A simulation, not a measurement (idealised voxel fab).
The process module presented herein is designated voxel self aligned vias.
Square cells of 5 nm make up the cross-section cut, whose width is 285 nm.
A cross-section in this document is a grid of square cells, and it is written down as bands, the top band listed before the ones below it; a band is made up of one or more rows of cells.
Top height, bottom height, nm. Materials left to right, width each, nm. Single material + "throughout" = fills band edge to edge. "air" = empty.
Heights are expressed relative to 0, this being the level below which the as-received wafer comprises one material exclusively. The lowest band is unbounded in the downward direction and is denoted as in "top 0, no bottom".
The notation "30 to 40" denotes a width that varies across the rows of cells in the band, beginning at the first number in the top row, finishing at the second number in the bottom row, and changing by an identical amount from each row to the next.
Reading "remains unaltered" for a step: not a cell of the cross-section changed in it.
Closed empty spaces (no open way to the top) of 8 cells or more are what "Entrapped void list" lists, each as width x height at distance from the left edge, nm for all three.
Note: text after step settings on the step line = simulator remark on that step.
"overlay nm" answers the question of how far to the right of plan the mask lay on a step that has a mask, and when it is negative the answer is to the left.
-- Here's what the planned process steps look like
- 1: op RECEIVE | material Si
- 2: op CONFORMAL_DEP | material SiO2 | thk nm 10
- 3: op CONFORMAL_DEP | material SiCN | thk nm 5
- 4: op DIRECTIONAL_DEP | material SiO2 | thk nm 30
- 5: op PATTERN | tone open | mask id LINES | material resist | width nm 30 | pitch nm 60 | thk nm 15 | overlay nm 0
- 6: op DIRECTIONAL_ETCH | etch materials SiO2 | depth nm 30
- 7: op STRIP | etch materials resist
- 8: op CONFORMAL_DEP | material TiN | thk nm 5
- 9: op FILL_DEP | material W | thk nm 5
- 10: op CMP | height nm 45
- 11: op SELECTIVE_ETCH | etch materials W Ru TiN | depth nm 10
- 12: op FILL_DEP | material SiN | thk nm 5
- 13: op CMP | height nm 45
- 14: op DIRECTIONAL_DEP | material SiO2 | thk nm 15
- 15: op MASKED_ETCH | tone open | mask id VIAS | width nm 40 | pitch nm 60 | etch materials SiO2 | depth nm 15 | overlay nm 0
- 16: op MASKED_ETCH | tone open | mask id VIAS | width nm 40 | pitch nm 60 | etch materials SiN | depth nm 10 | overlay nm -15
- 17: op CONFORMAL_DEP | material TiN | thk nm 5
- 18: op FILL_DEP | material W | thk nm 10
- 19: op CMP | height nm 60
- 20: op CONFORMAL_DEP | material SiCN | thk nm 5
Split variable: overlay nm, step 16. Plan value = first wafer. Wafers start alike.
-- So this is the first of several wafers, cross-sectioned as it came to us, meaning it's at the end of step 1
* top 0, no bottom: Si throughout
* Entrapped void list: none
-- Basically each wafer gets a line in the table, showing it at the end of the module: material by material, the cells it gained (+) or lost (-) since we got it, then its closed voids
overlay nm -15; +114 SiCN; +8 SiN; +507 SiO2; +56 TiN; +56 W; Entrapped void list: none
overlay nm -10; +114 SiCN; +4 SiN; +507 SiO2; +56 TiN; +60 W; Entrapped void list: none
overlay nm -5; +114 SiCN; +507 SiO2; +56 TiN; +64 W; Entrapped void list: none
overlay nm 0; +114 SiCN; +507 SiO2; +56 TiN; +64 W; Entrapped void list: none
overlay nm 5; +114 SiCN; +507 SiO2; +56 TiN; +64 W; Entrapped void list: none
overlay nm 10; +114 SiCN; +4 SiN; +507 SiO2; +56 TiN; +60 W; Entrapped void list: none
overlay nm 15; +114 SiCN; +8 SiN; +507 SiO2; +56 TiN; +56 W; Entrapped void list: none
